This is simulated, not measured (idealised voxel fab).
Documented hereafter: the process module known as voxel plated lines.
Square cell edge 5 nm, section width 180 nm, ID cut.
Just so we're on the same page, the cross-sections are grids of square cells, and they're listed out in bands top to bottom, each band one or more rows deep.
Band entry format. Leading values: height of top, height of bottom, nm. Remainder: materials in left-to-right order, each with its width in nm. Special words: "all across" on a single material, which then fills the band edge to edge; "air", empty space.
A quick word on heights: they are counted from 0, and under that level the wafer as it came to us is one material throughout. The lowest band is different from the rest in having no bottom; it simply continues downward, written as in "top 0, no bottom".
Width: "30..40" (first number = top row, second number = bottom row, same change from row to row of cells).
Any step labelled "nothing changed" changed none of the cells in the cross-section.
Enclosed voids (no open way to top), threshold 8 cells or more, entry "Closed void entries", notation width x height at distance, distance from left edge, nm.
Past the settings on a step's line: simulator remark, on that step.
overlay nm: where the mask lay relative to plan, measured to the right, on steps with a mask; negatives go left.

**The process steps that were planned are listed below**
1. RECEIVE,material Si
2. CONFORMAL_DEP,material Al2O3,thk nm 15
3. DIRECTIONAL_DEP,material TiN,thk nm 5
4. PATTERN,tone open,mask id LINES,material resist,width nm 15,pitch nm 35,thk nm 25,overlay nm 0
5. EPI,material Ru,thk nm 10
6. EPI,material Ru,thk nm 10
7. STRIP,etch materials resist
8. DIRECTIONAL_ETCH,etch materials TiN,depth nm 5
9. CONFORMAL_DEP,material SiO2,thk nm 10

**As-received state of the wafer in cross-section, equivalent to post-step 1**
    top 0, no bottom  Si all across
    Closed void entries: none

**First of two wafers at the end of the module, shown in cross-section; run carried out as planned**
    top 50, bottom 40  air=55; SiO2=70; air=55
    top 40, bottom 25  air=55; SiO2=10; Ru=15; SiO2=20; Ru=15; SiO2=10; air=55
    top 25, bottom 20  SiO2=65; Ru=15; SiO2=20; Ru=15; SiO2=65
    top 20, bottom 15  SiO2=65; TiN=15; SiO2=20; TiN=15; SiO2=65
    top 15, bottom 0  Al2O3 all across
    top 0, no bottom  Si all across
    Closed void entries: none

**Here is the second of the two wafers cut open at the end of the module - same start, same plan as the first one, but we made one mistake running it**
    top 50, bottom 40  air=55; SiO2=75; air=50
    top 40, bottom 25  air=55; SiO2=10; Ru=20; SiO2=15; Ru=20; SiO2=10; air=50
    top 25, bottom 20  SiO2=65; Ru=20; SiO2=15; Ru=20; SiO2=60
    top 20, bottom 15  SiO2=65; TiN=20; SiO2=15; TiN=20; SiO2=60
    top 15, bottom 0  Al2O3 all across
    top 0, no bottom  Si all across
    Closed void entries: none
Short version of what went wrong: not per plan at step 4, really ran PATTERN,tone open,mask id LINES,material resist,width nm 20,pitch nm 35,thk nm 25,overlay nm 0
In the final state, the cell counts of the second wafer exceed or fall short of those of the first for the following materials: +8 Ru; -5 SiO2; +2 TiN
